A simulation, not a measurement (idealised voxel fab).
process module | voxel trench capacitor
cross-section cut | 225 nm wide | cells 5 nm
A cross-section is a grid of square cells, given in bands from the top down. A band is one or more rows of cells.
Each band's line starts with the height of the band's top and of its bottom, in nm. Then come its materials from left to right, each with its width in nm. One material with "throughout" fills the band from edge to edge. "air" is empty space.
Height 0 is the level under which the wafer as received is all one material. The lowest band goes on downwards, as in "0 down".
A width such as "30 to 40" changes by the same amount from each row of cells to the next, from the band's top row to its bottom row.
"no change" after a step means that no cell of the cross-section changed.
closed voids: empty space of 8 cells or more with no open way to the top, each as width x height at its distance from the left edge, in nm
after a step's settings: what the simulator itself notes on the step
overlay nm, on a step with a mask: how far to the right of its planned place the mask lay; to the left if negative
plan
1 op RECEIVE | material Si
2 op CONFORMAL_DEP | material SiN | thk nm 10
3 op MASKED_ETCH | tone open | mask id TRENCH | width nm 15 | pitch nm 35 | etch materials SiN | depth nm 10 | overlay nm 0
4 op MASKED_ETCH | tone open | mask id TRENCH | width nm 15 | pitch nm 35 | etch materials Si | depth nm 40 | overlay nm 0
5 op CONFORMAL_DEP | material Al2O3 | thk nm 5
6 op FILL_DEP | material polySi | thk nm 10
7 op CMP | height nm 10
as received, after step 1
  0 down: Si throughout
  closed voids: none
a wafer at the end: this start, this plan, one mistake
  10 to 0: SiN 70 | Al2O3 5 | polySi 10 to 5 | Al2O3 5 to 10 | SiN 15 | Al2O3 5 | polySi 10 to 5 | Al2O3 5 to 10 | SiN 15 | Al2O3 5 | polySi 10 to 5 | Al2O3 5 to 10 | SiN 65
  0 to -35: Si 70 | Al2O3 5 | polySi 5 | Al2O3 5 | Si 20 | Al2O3 5 | polySi 5 | Al2O3 5 | Si 20 | Al2O3 5 | polySi 5 | Al2O3 5 | Si 70
  -35 to -40: Si 70 | Al2O3 15 | Si 20 | Al2O3 15 | Si 20 | Al2O3 15 | Si 70
  -40 down: Si throughout
  closed voids: none
what went wrong: step 3 ran as: op MASKED_ETCH | tone open | mask id TRENCH | width nm 20 | pitch nm 35 | etch materials SiN | depth nm 10 | overlay nm 0
